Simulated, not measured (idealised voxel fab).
Process module name: voxel transistor to metal
Pictured: cross-section cut, 190 nm wide, on a grid of 5 nm square cells.
How to read a cross-section here: the picture is a grid of square cells, written as bands going from the top down, and any band can span one or more rows of cells. Band: top and bottom heights (nm) first, top before bottom; then materials from left to right, widths in nm. "edge to edge" marks a sole material filling the band edge to edge. "blank" denotes empty space. Measure heights from 0. That's the level where, below it, the as-received wafer is all one material. The lowest band is bottomless and extends downward; write it as in "top 0, no bottom". Think of "30..40" as a width that walks from the first number to the second as you go down the band, top row to bottom row, taking equal-sized steps from row to row. When a step is marked "nothing was modified", none of the cells in the cross-section changed during that step. Empty spaces counting at least 8 cells and having no open way to the top are listed in "Enclosed internal cavities". The notation width x height at distance is used for each, the distance being from the left edge and all three values in nm. If you see something after the settings on a step's line, that's the simulator's own remark about that step. The "overlay nm" setting may appear on a step's line; for a step that uses a mask, it gives how far to the right of its planned position the mask lay, and a negative value indicates the left.

SO HERE'S THE LINEUP OF PROCESS STEPS WE PLANNED
1: RECEIVE with material Si
2: OXIDIZE with depth nm 5
3: CONFORMAL_DEP with material SiN, thk nm 15
4: MASKED_ETCH with tone cover, mask id ACTIVE, width nm 105, etch materials SiN, depth nm 15, overlay nm 0
5: MASKED_ETCH with tone cover, mask id ACTIVE, width nm 105, etch materials SiO2, depth nm 5, overlay nm 0
6: MASKED_ETCH with tone cover, mask id ACTIVE, width nm 105, etch materials Si, depth nm 30, overlay nm 0
7: OXIDIZE with depth nm 5
8: FILL_DEP with material SiO2, thk nm 10
9: CMP with height nm 15
10: SELECTIVE_ETCH with etch materials SiO2, depth nm 5
11: STRIP with etch materials SiN
12: SELECTIVE_ETCH with etch materials SiO2, depth nm 5
13: OXIDIZE with depth nm 5
14: DIRECTIONAL_DEP with material polySi, thk nm 20
15: DIRECTIONAL_DEP with material SiCN, thk nm 10
16: MASKED_ETCH with tone cover, mask id GATE, width nm 15, etch materials SiCN, depth nm 20, overlay nm 0
17: MASKED_ETCH with tone cover, mask id GATE, width nm 15, etch materials polySi, depth nm 30, overlay nm 0
18: CONFORMAL_DEP with material SiO2, thk nm 5
19: DIRECTIONAL_ETCH with etch materials SiO2, depth nm 5
20: CONFORMAL_DEP with material SiN, thk nm 5
21: DIRECTIONAL_ETCH with etch materials SiN, depth nm 5
22: DIRECTIONAL_ETCH with etch materials SiO2, depth nm 5
23: DIRECTIONAL_ETCH with etch materials Si, depth nm 15
24: EPI with material nSi, thk nm 15
25: FILL_DEP with material SiO2, thk nm 10
26: CMP with height nm 25
27: DIRECTIONAL_DEP with material SiO2, thk nm 10
28: DIRECTIONAL_DEP with material aC, thk nm 10
29: PATTERN with tone open, mask id CONTACT, material resist, width nm 30, pitch nm 55, thk nm 30, overlay nm 0
30: DIRECTIONAL_ETCH with etch materials aC, depth nm 10
31: STRIP with etch materials resist
32: DIRECTIONAL_ETCH with etch materials SiO2, depth nm 45
33: STRIP with etch materials aC
34: CONFORMAL_DEP with material TiN, thk nm 5
35: FILL_DEP with material W, thk nm 10
36: CMP with height nm 35
37: DIRECTIONAL_DEP with material TiN, thk nm 5
38: DIRECTIONAL_DEP with material Ru, thk nm 15
39: PATTERN with tone cover, mask id METAL_1, material resist, width nm 15, pitch nm 70, thk nm 20, overlay nm 0
40: DIRECTIONAL_ETCH with etch materials Ru, depth nm 15
41: DIRECTIONAL_ETCH with etch materials TiN, depth nm 5
42: STRIP with etch materials resist
43: CONFORMAL_DEP with material SiN, thk nm 5
44: FILL_DEP with material SiO2, thk nm 5
45: CMP with height nm 55
46: CONFORMAL_DEP with material SiCN, thk nm 5
47: DIRECTIONAL_DEP with material SiO2, thk nm 30
48: DIRECTIONAL_DEP with material aC, thk nm 15
49: PATTERN with tone open, mask id METAL_2, material resist, width nm 15, pitch nm 70, thk nm 30, overlay nm 0
50: DIRECTIONAL_ETCH with etch materials aC, depth nm 15
51: STRIP with etch materials resist
52: DIRECTIONAL_ETCH with etch materials SiO2, depth nm 20
53: STRIP with etch materials aC
54: MASKED_ETCH with tone open, mask id METAL_2_HOLES, width nm 15, pitch nm 70, etch materials SiO2, depth nm 10, overlay nm 0
55: MASKED_ETCH with tone open, mask id METAL_2_HOLES, width nm 15, pitch nm 70, etch materials SiCN, depth nm 5, overlay nm 0
56: CONFORMAL_DEP with material TiN, thk nm 5
57: FILL_DEP with material Cu, thk nm 5
58: CMP with height nm 90
59: CONFORMAL_DEP with material SiCN, thk nm 5

THIS IS THE CROSS-SECTION OF THE WAFER AS WE RECEIVED IT, I.E. AFTER STEP 1
* top 0, no bottom  Si edge to edge
* Enclosed internal cavities: none

WHAT THE WAFER LOOKS LIKE IN CROSS-SECTION AFTER THIS MODULE, WHEN IT STARTS AS SHOWN ABOVE AND FOLLOWS THE PLAN ABOVE BUT ONE MISTAKE IS MADE IN RUNNING IT
* top 95, bottom 90  SiCN edge to edge
* top 90, bottom 60  50 of SiO2  5 of TiN  5 of Cu  5 of TiN  55 of SiO2  5 of TiN  5 of Cu  5 of TiN  55 of SiO2
* top 60, bottom 55  50 of SiCN  15 of TiN  55 of SiCN  15 of TiN  55 of SiCN
* top 55, bottom 40  45 of SiO2  5 of SiN  15 of Ru  5 of SiN  45 of SiO2  5 of SiN  15 of Ru  5 of SiN  50 of SiO2
* top 40, bottom 35  50 of SiN  15 of TiN  55 of SiN  15 of TiN  55 of SiN
* top 35, bottom 25  50 of SiO2  5 of TiN  20..15 of W  5..10 of TiN  25 of SiO2  5..10 of TiN  20..15 of W  5 of TiN  55 of SiO2
* top 25, bottom 15  50 of SiO2  5 of TiN  15 of W  5 of TiN  5 of SiN  5 of SiO2  15 of SiCN  5 of SiO2  5 of SiN  5 of TiN  15 of W  5 of TiN  55 of SiO2
* top 15, bottom 10  50 of SiO2  5 of TiN  15 of W  5 of TiN  5 of SiN  5 of SiO2  15 of polySi  5 of SiO2  5 of SiN  5 of TiN  15 of W  5 of TiN  55 of SiO2
* top 10, bottom 5  50 of SiO2  25 of TiN  5 of SiN  5 of SiO2  15 of polySi  5 of SiO2  5 of SiN  25 of TiN  55 of SiO2
* top 5, bottom -5  40 of SiO2  5 of SiN  5 of SiO2  10 of TiN  15 of nSi  5 of SiN  5 of SiO2  15 of polySi  5 of SiO2  5 of SiN  15 of nSi  10 of TiN  10 of SiO2  5 of SiN  40 of SiO2
* top -5, bottom -10  50 of SiO2  10 of TiN  15 of nSi  35 of SiO2  15 of nSi  10 of TiN  55 of SiO2
* top -10, bottom -25  45 of SiO2  30 of nSi  35 of Si  35 of nSi  45 of SiO2
* top -25, bottom -40  45 of SiO2  100 of Si  45 of SiO2
* top -40, no bottom  Si edge to edge
* Enclosed internal cavities: none
What was done differently from what was planned? contrary to plan, step 4 was performed as MASKED_ETCH with tone cover, mask id ACTIVE, width nm 110, etch materials SiN, depth nm 15, overlay nm 0
